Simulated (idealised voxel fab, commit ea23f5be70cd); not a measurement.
Process module under the name voxel wiring stack
It is cross-section cut that appears here, measuring 265 nm in width, its square cells being 5 nm in size.
Just so we're on the same page, the cross-sections are grids of square cells, and they're listed out in bands top to bottom, each band one or more rows deep. Heads up on the band format: heights come first, top then bottom, in nm. After that it's the materials left to right, each with its width in nm. A single material flagged "everywhere" fills the whole band edge to edge, and "empty" means there's empty space there. Heights are expressed relative to 0, this being the level below which the as-received wafer comprises one material exclusively. The lowest band is unbounded in the downward direction and is denoted as in "0 and below". Width: "30..40" (first number = top row, second number = bottom row, same change from row to row of cells). "remains unaltered" (step): cross-section cells unchanged, all of them. Empty spaces without an open route to the top, at least 8 cells in extent, make up the entry "Voids, fully enclosed"; each is given as width x height at distance, where the distance is measured from the left edge, and all are in nm. Read whatever lies past the settings on a step's line as the simulator's own remark about the step. When a step includes a mask, the "overlay nm" setting on its line states how far to the right of its planned place that mask lay, and negative values state how far to the left.

These are the steps we planned for the process
1,op RECEIVE | material Si
2,op CONFORMAL_DEP | material SiO2 | thk nm 10
3,op CONFORMAL_DEP | material SiN | thk nm 5
4,op DIRECTIONAL_DEP | material lowk | thk nm 25
5,op MASKED_ETCH | tone open | mask id METAL_1 | width nm 20 | pitch nm 40 | etch materials lowk | depth nm 25 | overlay nm 0
6,op MASKED_ETCH | tone open | mask id METAL_1 | width nm 20 | pitch nm 40 | etch materials SiN | depth nm 5 | overlay nm 0
7,op CONFORMAL_DEP | material TiN | thk nm 5
8,op FILL_DEP | material W | thk nm 10
9,op CMP | height nm 40
10,op CONFORMAL_DEP | material SiCN | thk nm 5
11,op DIRECTIONAL_DEP | material lowk | thk nm 20
12,op PATTERN | tone open | mask id PLUG_1 | material resist | width nm 15 | thk nm 20 | overlay nm 0
13,op DIRECTIONAL_ETCH | etch materials lowk | depth nm 20
14,op DIRECTIONAL_ETCH | etch materials SiCN | depth nm 5
15,op STRIP | etch materials resist
16,op EPI | material Ru | thk nm 10
17,op EPI | material Ru | thk nm 10
18,op EPI | material Ru | thk nm 5
19,op DIRECTIONAL_DEP | material TiN | thk nm 5
20,op DIRECTIONAL_DEP | material Ru | thk nm 15
21,op PATTERN | tone cover | mask id METAL_2 | material resist | width nm 20 | pitch nm 40 | thk nm 15 | overlay nm 0
22,op DIRECTIONAL_ETCH | etch materials Ru | depth nm 15
23,op DIRECTIONAL_ETCH | etch materials TiN | depth nm 5
24,op STRIP | etch materials resist
25,op CONFORMAL_DEP | material SiN | thk nm 5
26,op FILL_DEP | material SiO2 | thk nm 10
27,op CMP | height nm 85
28,op CONFORMAL_DEP | material SiCN | thk nm 5
29,op DIRECTIONAL_DEP | material lowk | thk nm 15
30,op PATTERN | tone open | mask id PLUG_2 | material resist | width nm 15 | pitch nm 40 | thk nm 15 | overlay nm 0
31,op DIRECTIONAL_ETCH | etch materials lowk | depth nm 15
32,op DIRECTIONAL_ETCH | etch materials SiCN | depth nm 5
33,op STRIP | etch materials resist
34,op EPI | material Ru | thk nm 10
35,op EPI | material Ru | thk nm 10
36,op DIRECTIONAL_DEP | material TiN | thk nm 5
37,op DIRECTIONAL_DEP | material W | thk nm 25
38,op DIRECTIONAL_DEP | material aC | thk nm 10
39,op PATTERN | tone cover | mask id METAL_3 | material resist | width nm 20 | pitch nm 40 | thk nm 30 | overlay nm 0
40,op DIRECTIONAL_ETCH | etch materials aC | depth nm 10
41,op STRIP | etch materials resist
42,op DIRECTIONAL_ETCH | etch materials W | depth nm 25
43,op DIRECTIONAL_ETCH | etch materials TiN | depth nm 5
44,op STRIP | etch materials aC
45,op FILL_DEP | material SiO2 | thk nm 10
46,op CMP | height nm 135
47,op CONFORMAL_DEP | material SiCN | thk nm 5

Received-state cross-section, reflecting completion of step 1
- 0 and below: Si everywhere
- Voids, fully enclosed: none

First of two wafers at the end of the module, shown in cross-section; run carried out as planned
- 140 down to 135: SiCN everywhere
- 135 down to 110: SiO2 100 nm / W 20 nm / SiO2 20 nm / W 20 nm / SiO2 105 nm
- 110 down to 105: SiO2 100 nm / TiN 20 nm / SiO2 20 nm / TiN 20 nm / SiO2 105 nm
- 105 down to 90: lowk 100 nm / Ru 15 nm / lowk 25 nm / Ru 15 nm / lowk 110 nm
- 90 down to 85: SiCN 100 nm / Ru 15 nm / SiCN 25 nm / Ru 15 nm / SiCN 110 nm
- 85 down to 70: SiO2 95 nm / SiN 5 nm / Ru 20 nm / SiN 5 nm / SiO2 10 nm / SiN 5 nm / Ru 20 nm / SiN 5 nm / SiO2 100 nm
- 70 down to 65: SiN 100 nm / TiN 20 nm / SiN 20 nm / TiN 20 nm / SiN 105 nm
- 65 down to 45: lowk 100 nm / Ru 15 nm / lowk 150 nm
- 45 down to 40: SiCN 100 nm / Ru 15 nm / SiCN 150 nm
- 40 down to 15: lowk 100 nm / TiN 5 nm / W 10 nm / TiN 5 nm / lowk 20 nm / TiN 5 nm / W 10 nm / TiN 5 nm / lowk 105 nm
- 15 down to 10: SiN 100 nm / TiN 20 nm / SiN 20 nm / TiN 20 nm / SiN 105 nm
- 10 down to 0: SiO2 everywhere
- 0 and below: Si everywhere
- Voids, fully enclosed: none

This is the second of the two wafers, cross-sectioned at the end of the module; it started exactly like the first and was given the same plan, but it was run with one mistake
- 140 down to 135: SiCN everywhere
- 135 down to 110: SiO2 100 nm / W 20 nm / SiO2 20 nm / W 20 nm / SiO2 105 nm
- 110 down to 105: SiO2 100 nm / TiN 20 nm / SiO2 20 nm / TiN 20 nm / SiO2 105 nm
- 105 down to 90: lowk 100 nm / Ru 15 nm / lowk 25 nm / Ru 15 nm / lowk 110 nm
- 90 down to 85: SiCN 100 nm / Ru 15 nm / SiCN 25 nm / Ru 15 nm / SiCN 110 nm
- 85 down to 80: SiO2 95 nm / SiN 5 nm / Ru 20 nm / SiN 5 nm / SiO2 10 nm / SiN 5 nm / Ru 20 nm / SiN 5 nm / SiO2 100 nm
- 80 down to 75: SiO2 85 nm / SiN 15 nm / TiN 20 nm / SiN 10 nm / SiO2 5 nm / SiN 5 nm / Ru 20 nm / SiN 5 nm / SiO2 100 nm
- 75 down to 70: SiO2 85 nm / SiN 5 nm / Ru 35 nm / SiN 5 nm / SiO2 5 nm / SiN 5 nm / Ru 20 nm / SiN 5 nm / SiO2 100 nm
- 70 down to 65: SiN 90 nm / Ru 35 nm / SiN 15 nm / TiN 20 nm / SiN 105 nm
- 65 down to 45: lowk 100 nm / Ru 15 nm / lowk 150 nm
- 45 down to 40: SiCN 100 nm / Ru 15 nm / SiCN 150 nm
- 40 down to 15: lowk 100 nm / TiN 5 nm / W 10 nm / TiN 5 nm / lowk 20 nm / TiN 5 nm / W 10 nm / TiN 5 nm / lowk 105 nm
- 15 down to 10: SiN 100 nm / TiN 20 nm / SiN 20 nm / TiN 20 nm / SiN 105 nm
- 10 down to 0: SiO2 everywhere
- 0 and below: Si everywhere
- Voids, fully enclosed: none
Heads up, the wafer didn't run the way we planned it: one of the identical steps 16 and 17 was executed twice, with no means of telling which
Final tally in cells, some materials are higher or lower on the second wafer than on the first: +6 Ru; -6 SiO2
